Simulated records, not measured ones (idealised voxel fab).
process module | voxel self aligned contacts
cross-section cut | 265 nm wide | cells 5 nm
A cross-section is a grid of square cells, given in bands from the top down. A band is one or more rows of cells.
Each band's line starts with the height of the band's top and of its bottom, in nm. Then come its materials from left to right, each with its width in nm. One material with "throughout" fills the band from edge to edge. "air" is empty space.
Height 0 is the level under which the wafer as received is all one material. The lowest band goes on downwards, as in "0 down".
A width such as "30 to 40" changes by the same amount from each row of cells to the next, from the band's top row to its bottom row.
"no change" after a step means that no cell of the cross-section changed.
closed voids: empty space of 8 cells or more with no open way to the top, each as width x height at its distance from the left edge, in nm
after a step's settings: what the simulator itself notes on the step
overlay nm, on a step with a mask: how far to the right of its planned place the mask lay; to the left if negative
plan
1 op RECEIVE | material Si
2 op OXIDIZE | depth nm 5
3 op DIRECTIONAL_DEP | material polySi | thk nm 20
4 op DIRECTIONAL_DEP | material SiN | thk nm 15
5 op PATTERN | tone cover | mask id GATE | material resist | width nm 35 | pitch nm 70 | thk nm 20 | overlay nm 0
6 op DIRECTIONAL_ETCH | etch materials SiN | depth nm 15
7 op DIRECTIONAL_ETCH | etch materials polySi | depth nm 20
8 op STRIP | etch materials resist
9 op CONFORMAL_DEP | material SiN | thk nm 5
10 op DIRECTIONAL_ETCH | etch materials SiN | depth nm 5
11 op FILL_DEP | material SiO2 | thk nm 15
12 op CMP | height nm 40
13 op PATTERN | tone open | mask id CONTACT | material resist | width nm 45 | thk nm 15 | overlay nm 0
14 op DIRECTIONAL_ETCH | etch materials SiO2 | depth nm 45
15 op STRIP | etch materials resist
16 op CONFORMAL_DEP | material TiN | thk nm 5
17 op FILL_DEP | material Ru | thk nm 5
18 op CMP | height nm 40
19 op CONFORMAL_DEP | material SiN | thk nm 5
first wafer, as planned
as received, after step 1
  0 down: Si throughout
  closed voids: none
after step 2
  0 to -5: SiO2 throughout
  below -5: unchanged
after step 3
  20 to 0: polySi throughout
  below 0: unchanged
after step 4
  35 to 20: SiN throughout
  below 20: unchanged
after step 5
  55 to 35: air 80 | resist 35 | air 35 | resist 35 | air 80
  below 35: unchanged
after step 6
  55 to 35: air 80 | resist 35 | air 35 | resist 35 | air 80
  35 to 20: air 80 | SiN 35 | air 35 | SiN 35 | air 80
  below 20: unchanged
after step 7
  55 to 35: air 80 | resist 35 | air 35 | resist 35 | air 80
  35 to 20: air 80 | SiN 35 | air 35 | SiN 35 | air 80
  20 to 0: air 80 | polySi 35 | air 35 | polySi 35 | air 80
  below 0: unchanged
after step 8
  35 to 20: air 80 | SiN 35 | air 35 | SiN 35 | air 80
  below 20: unchanged
after step 9
  40 to 20: air 75 | SiN 45 | air 25 | SiN 45 | air 75
  20 to 5: air 75 | SiN 5 | polySi 35 | SiN 5 | air 25 | SiN 5 | polySi 35 | SiN 5 | air 75
  5 to 0: SiN 80 | polySi 35 | SiN 35 | polySi 35 | SiN 80
  below 0: unchanged
after step 10
  35 to 20: air 75 | SiN 45 | air 25 | SiN 45 | air 75
  20 to 0: air 75 | SiN 5 | polySi 35 | SiN 5 | air 25 | SiN 5 | polySi 35 | SiN 5 | air 75
  below 0: unchanged
after step 11
  50 to 35: SiO2 throughout
  35 to 20: SiO2 75 | SiN 45 | SiO2 25 | SiN 45 | SiO2 75
  20 to 0: SiO2 75 | SiN 5 | polySi 35 | SiN 5 | SiO2 25 | SiN 5 | polySi 35 | SiN 5 | SiO2 75
  below 0: unchanged
after step 12
  40 to 35: SiO2 throughout
  below 35: unchanged
after step 13
  55 to 40: resist 110 | air 45 | resist 110
  below 40: unchanged
after step 14
  55 to 40: resist 110 | air 45 | resist 110
  40 to 35: SiO2 110 | air 45 | SiO2 110
  35 to 20: SiO2 75 | SiN 45 | air 25 | SiN 45 | SiO2 75
  20 to 0: SiO2 75 | SiN 5 | polySi 35 | SiN 5 | air 25 | SiN 5 | polySi 35 | SiN 5 | SiO2 75
  0 to -5: SiO2 120 | air 25 | SiO2 120
  below -5: unchanged
after step 15
  40 to 35: SiO2 110 | air 45 | SiO2 110
  below 35: unchanged
after step 16
  45 to 40: TiN 115 | air 35 | TiN 115
  40 to 35: SiO2 110 | TiN 15 | air 15 | TiN 15 | SiO2 110
  35 to 20: SiO2 75 | SiN 45 | TiN 5 | air 15 | TiN 5 | SiN 45 | SiO2 75
  20 to 0: SiO2 75 | SiN 5 | polySi 35 | SiN 5 | TiN 5 | air 15 | TiN 5 | SiN 5 | polySi 35 | SiN 5 | SiO2 75
  0 to -5: SiO2 120 | TiN 25 | SiO2 120
  below -5: unchanged
after step 17
  50 to 45: Ru throughout
  45 to 40: TiN 115 | Ru 35 | TiN 115
  40 to 35: SiO2 110 | TiN 15 | Ru 15 | TiN 15 | SiO2 110
  35 to 20: SiO2 75 | SiN 45 | TiN 5 | Ru 15 | TiN 5 | SiN 45 | SiO2 75
  20 to 0: SiO2 75 | SiN 5 | polySi 35 | SiN 5 | TiN 5 | Ru 15 | TiN 5 | SiN 5 | polySi 35 | SiN 5 | SiO2 75
  below 0: unchanged
after step 18
  40 to 35: SiO2 110 | TiN 15 | Ru 15 | TiN 15 | SiO2 110
  below 35: unchanged
after step 19
  45 to 40: SiN throughout
  below 40: unchanged
second wafer: like start, like plan, one mistake. Through step 2 it matches the first wafer
when step 3 should have ended
  15 to 0: SiN throughout
  below 0: unchanged
when step 4 should have ended
  35 to 15: polySi throughout
  below 15: unchanged
when step 5 should have ended
  55 to 35: air 80 | resist 35 | air 35 | resist 35 | air 80
  below 35: unchanged
when step 6 should have ended: no change
when step 7 should have ended
  55 to 35: air 80 | resist 35 | air 35 | resist 35 | air 80
  35 to 15: air 80 | polySi 35 | air 35 | polySi 35 | air 80
  below 15: unchanged
when step 8 should have ended
  35 to 15: air 80 | polySi 35 | air 35 | polySi 35 | air 80
  below 15: unchanged
when step 9 should have ended
  40 to 35: air 75 | SiN 45 | air 25 | SiN 45 | air 75
  35 to 20: air 75 | SiN 5 | polySi 35 | SiN 5 | air 25 | SiN 5 | polySi 35 | SiN 5 | air 75
  20 to 15: SiN 80 | polySi 35 | SiN 35 | polySi 35 | SiN 80
  below 15: unchanged
when step 10 should have ended
  35 to 15: air 75 | SiN 5 | polySi 35 | SiN 5 | air 25 | SiN 5 | polySi 35 | SiN 5 | air 75
  below 15: unchanged
when step 11 should have ended
  50 to 35: SiO2 throughout
  35 to 15: SiO2 75 | SiN 5 | polySi 35 | SiN 5 | SiO2 25 | SiN 5 | polySi 35 | SiN 5 | SiO2 75
  below 15: unchanged
when step 12 should have ended
  40 to 35: SiO2 throughout
  below 35: unchanged
when step 13 should have ended
  55 to 40: resist 110 | air 45 | resist 110
  below 40: unchanged
when step 14 should have ended
  55 to 40: resist 110 | air 45 | resist 110
  40 to 35: SiO2 110 | air 45 | SiO2 110
  35 to 15: SiO2 75 | SiN 5 | polySi 35 | SiN 5 | air 25 | SiN 5 | polySi 35 | SiN 5 | SiO2 75
  below 15: unchanged
when step 15 should have ended
  40 to 35: SiO2 110 | air 45 | SiO2 110
  below 35: unchanged
when step 16 should have ended
  45 to 40: TiN 115 | air 35 | TiN 115
  40 to 35: SiO2 110 | TiN 15 | air 15 | TiN 15 | SiO2 110
  35 to 20: SiO2 75 | SiN 5 | polySi 35 | SiN 5 | TiN 5 | air 15 | TiN 5 | SiN 5 | polySi 35 | SiN 5 | SiO2 75
  20 to 15: SiO2 75 | SiN 5 | polySi 35 | SiN 5 | TiN 25 | SiN 5 | polySi 35 | SiN 5 | SiO2 75
  below 15: unchanged
when step 17 should have ended
  50 to 45: Ru throughout
  45 to 40: TiN 115 | Ru 35 | TiN 115
  40 to 35: SiO2 110 | TiN 15 | Ru 15 | TiN 15 | SiO2 110
  35 to 20: SiO2 75 | SiN 5 | polySi 35 | SiN 5 | TiN 5 | Ru 15 | TiN 5 | SiN 5 | polySi 35 | SiN 5 | SiO2 75
  below 20: unchanged
when step 18 should have ended
  40 to 35: SiO2 110 | TiN 15 | Ru 15 | TiN 15 | SiO2 110
  below 35: unchanged
when step 19 should have ended
  45 to 40: SiN throughout
  below 40: unchanged
what went wrong: steps 3 and 4 were swapped
at the end the second wafer has, in cells: 12 fewer of Ru | 105 more of SiN | 85 fewer of SiO2 | 8 fewer of TiN
